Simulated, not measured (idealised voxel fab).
Herein follows the process module entitled voxel transistor to metal.
Pictured: cross-section cut, 170 nm wide, on a grid of 5 nm square cells.
Cross-section, as written here: a square-cell grid given band by band from the top down, where a band holds one or more rows of cells.
The band entry comprises the height of the band's top followed by the height of its bottom, expressed in nm, and subsequently the band's materials from left to right, each stated together with its width in nm. Where a single material is marked with the word "full width", that material fills the band from edge to edge. The word "air" represents empty space.
Note: height 0 marks the level under which the wafer is uniformly one material as received. Lowest band unbounded below, written "0..down".
A width given as "30..40" starts at the first number in the band's top row and ends at the second number in its bottom row, shifting by an equal amount at every step from row to row.
"all unchanged" means the step left every cell of the cross-section as it was.
Empty spaces counting at least 8 cells and having no open way to the top are listed in "Closed internal voids". The notation width x height at distance is used for each, the distance being from the left edge and all three values in nm.
It should be noted that, on the line of a given step, the content following the step's settings is a remark produced by the simulator itself with respect to that step.
The optional step-line setting "overlay nm" applies to steps with a mask and quantifies how far to the right of its planned location the mask lay, a negative value indicating leftward placement.

The planned process steps are enumerated hereunder:
1 op RECEIVE | material Si
2 op OXIDIZE | depth nm 5
3 op CONFORMAL_DEP | material SiN | thk nm 10
4 op MASKED_ETCH | tone cover | mask id ACTIVE | width nm 125 | etch materials SiN | depth nm 10 | overlay nm 0
5 op MASKED_ETCH | tone cover | mask id ACTIVE | width nm 125 | etch materials SiO2 | depth nm 5 | overlay nm 0
6 op MASKED_ETCH | tone cover | mask id ACTIVE | width nm 125 | etch materials Si | depth nm 25 | overlay nm 0
7 op OXIDIZE | depth nm 5
8 op FILL_DEP | material SiO2 | thk nm 15
9 op CMP | height nm 10
10 op SELECTIVE_ETCH | etch materials SiO2 | depth nm 5
11 op STRIP | etch materials SiN
12 op SELECTIVE_ETCH | etch materials SiO2 | depth nm 5
13 op OXIDIZE | depth nm 5
14 op DIRECTIONAL_DEP | material polySi | thk nm 30
15 op DIRECTIONAL_DEP | material SiCN | thk nm 10
16 op MASKED_ETCH | tone cover | mask id GATE | width nm 25 | etch materials SiCN | depth nm 20 | overlay nm 0
17 op MASKED_ETCH | tone cover | mask id GATE | width nm 25 | etch materials polySi | depth nm 40 | overlay nm 0
18 op CONFORMAL_DEP | material SiO2 | thk nm 5
19 op DIRECTIONAL_ETCH | etch materials SiO2 | depth nm 5
20 op CONFORMAL_DEP | material SiN | thk nm 10
21 op DIRECTIONAL_ETCH | etch materials SiN | depth nm 10
22 op DIRECTIONAL_ETCH | etch materials SiO2 | depth nm 5
23 op DIRECTIONAL_ETCH | etch materials Si | depth nm 10
24 op EPI | material pSi | thk nm 15
25 op FILL_DEP | material SiO2 | thk nm 5
26 op CMP | height nm 35
27 op DIRECTIONAL_DEP | material SiO2 | thk nm 10
28 op PATTERN | tone open | mask id CONTACT | material resist | width nm 35 | pitch nm 70 | thk nm 20 | overlay nm -15
29 op DIRECTIONAL_ETCH | etch materials SiO2 | depth nm 40
30 op STRIP | etch materials resist
31 op CONFORMAL_DEP | material TiN | thk nm 5
32 op FILL_DEP | material W | thk nm 10
33 op CMP | height nm 45
34 op CONFORMAL_DEP | material SiN | thk nm 5
35 op DIRECTIONAL_DEP | material lowk | thk nm 25
36 op DIRECTIONAL_DEP | material aC | thk nm 15
37 op PATTERN | tone open | mask id METAL_1 | material resist | width nm 20 | pitch nm 85 | thk nm 30 | overlay nm 0
38 op DIRECTIONAL_ETCH | etch materials aC | depth nm 15
39 op STRIP | etch materials resist
40 op DIRECTIONAL_ETCH | etch materials lowk | depth nm 25
41 op DIRECTIONAL_ETCH | etch materials SiN | depth nm 5
42 op STRIP | etch materials aC
43 op CONFORMAL_DEP | material TiN | thk nm 5
44 op FILL_DEP | material Ru | thk nm 5
45 op CMP | height nm 75
46 op CONFORMAL_DEP | material SiCN | thk nm 5
47 op DIRECTIONAL_DEP | material lowk | thk nm 25
48 op MASKED_ETCH | tone open | mask id METAL_2 | width nm 20 | pitch nm 85 | etch materials lowk | depth nm 15 | overlay nm 0
49 op MASKED_ETCH | tone open | mask id METAL_2_HOLES | width nm 15 | pitch nm 85 | etch materials lowk | depth nm 10 | overlay nm 0
50 op MASKED_ETCH | tone open | mask id METAL_2_HOLES | width nm 15 | pitch nm 85 | etch materials SiCN | depth nm 5 | overlay nm 0
51 op CONFORMAL_DEP | material TiN | thk nm 5
52 op FILL_DEP | material Cu | thk nm 10
53 op CMP | height nm 105
54 op CONFORMAL_DEP | material SiCN | thk nm 5
For this document, wafers share an identical start and vary in the step 28 overlay nm; the plan quotes the first wafer's value.

Sectional view: first of several wafers, as received, after step 1:
	0..down  Si full width
	Closed internal voids: none

So in this table every wafer gets its own row, and what you see is where it stands at the end of the module: for each material, how many cells it picked up (+) or gave up (-) since we received it, and after that its closed voids:
overlay nm -15 | +14 Cu | +20 Ru | -143 Si | +72 SiCN | +62 SiN | +233 SiO2 | +104 TiN | +40 W | +264 lowk | +52 pSi | +30 polySi | Closed internal voids: none
overlay nm -10 | +14 Cu | +20 Ru | -143 Si | +72 SiCN | +62 SiN | +227 SiO2 | +104 TiN | +46 W | +264 lowk | +52 pSi | +30 polySi | Closed internal voids: none
overlay nm -5 | +14 Cu | +20 Ru | -143 Si | +72 SiCN | +62 SiN | +227 SiO2 | +104 TiN | +46 W | +264 lowk | +52 pSi | +30 polySi | Closed internal voids: none
overlay nm 0 | +14 Cu | +20 Ru | -143 Si | +72 SiCN | +62 SiN | +233 SiO2 | +98 TiN | +46 W | +264 lowk | +52 pSi | +30 polySi | Closed internal voids: none
overlay nm 5 | +14 Cu | +20 Ru | -143 Si | +72 SiCN | +62 SiN | +227 SiO2 | +104 TiN | +46 W | +264 lowk | +52 pSi | +30 polySi | Closed internal voids: none
overlay nm 10 | +14 Cu | +20 Ru | -143 Si | +72 SiCN | +62 SiN | +227 SiO2 | +104 TiN | +46 W | +264 lowk | +52 pSi | +30 polySi | Closed internal voids: none
overlay nm 15 | +14 Cu | +20 Ru | -143 Si | +72 SiCN | +62 SiN | +233 SiO2 | +104 TiN | +40 W | +264 lowk | +52 pSi | +30 polySi | Closed internal voids: none
